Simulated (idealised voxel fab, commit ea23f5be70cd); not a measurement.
Process module heading - voxel released beams
Section cut is 155 nm wide and gridded with 5 nm square cells.
Cross-section layout: square cells on a grid; listed as bands, top to bottom; a band spans one or more cell rows. Top height, bottom height, nm. Materials left to right, width each, nm. Single material + "edge to edge" = fills band edge to edge. "empty" = empty. Height datum 0, below which the as-received substrate wafer is one material. Lowest band open at the bottom, running downward: "from 0 down". Top row gets the first number, bottom row gets the second, and each row in between changes by the same step: that is how a band width like "30 to 40" works. "same as before" means the step left every cell of the cross-section as it was. Enclosed voids (no open way to top), threshold 8 cells or more, entry "Sealed voids", notation width x height at distance, distance from left edge, nm. The remark found on a step's line after its settings is issued by the simulator itself and pertains to that step. If you see "overlay nm" on a step's line and that step has a mask, it's telling you how far right of where it was planned the mask ended up; a negative number means it went left instead.
List of planned process steps:
1) RECEIVE (material Si)
2) CONFORMAL_DEP (material SiN; thk nm 5)
3) DIRECTIONAL_DEP (material SiO2; thk nm 15)
4) MASKED_ETCH (tone open; mask id ANCHOR; width nm 35; etch materials SiO2; depth nm 15; overlay nm 0)
5) CONFORMAL_DEP (material W; thk nm 15)
6) DIRECTIONAL_DEP (material aC; thk nm 15)
7) PATTERN (tone cover; mask id BEAM; material resist; width nm 90; thk nm 30; overlay nm 0)
8) DIRECTIONAL_ETCH (etch materials aC; depth nm 15)
9) STRIP (etch materials resist)
10) DIRECTIONAL_ETCH (etch materials W; depth nm 15)
11) STRIP (etch materials aC)
12) STRIP (etch materials SiO2)
Cross-sectional view of the wafer in its as-received condition, corresponding to the state after step 1:
from 0 down | Si edge to edge
Sealed voids: none
End state of the module in cross-section, given the above starting point and plan and one mistake in execution:
from 35 to 20 | empty 30 nm | W 20 nm | empty 5 nm | W 65 nm | empty 35 nm
from 20 to 5 | empty 35 nm | W 35 nm | empty 85 nm
from 5 to 0 | W edge to edge
from 0 down | Si edge to edge
Sealed voids: none
Processing error: step 2 changed vs plan, executed as CONFORMAL_DEP (material W; thk nm 5)
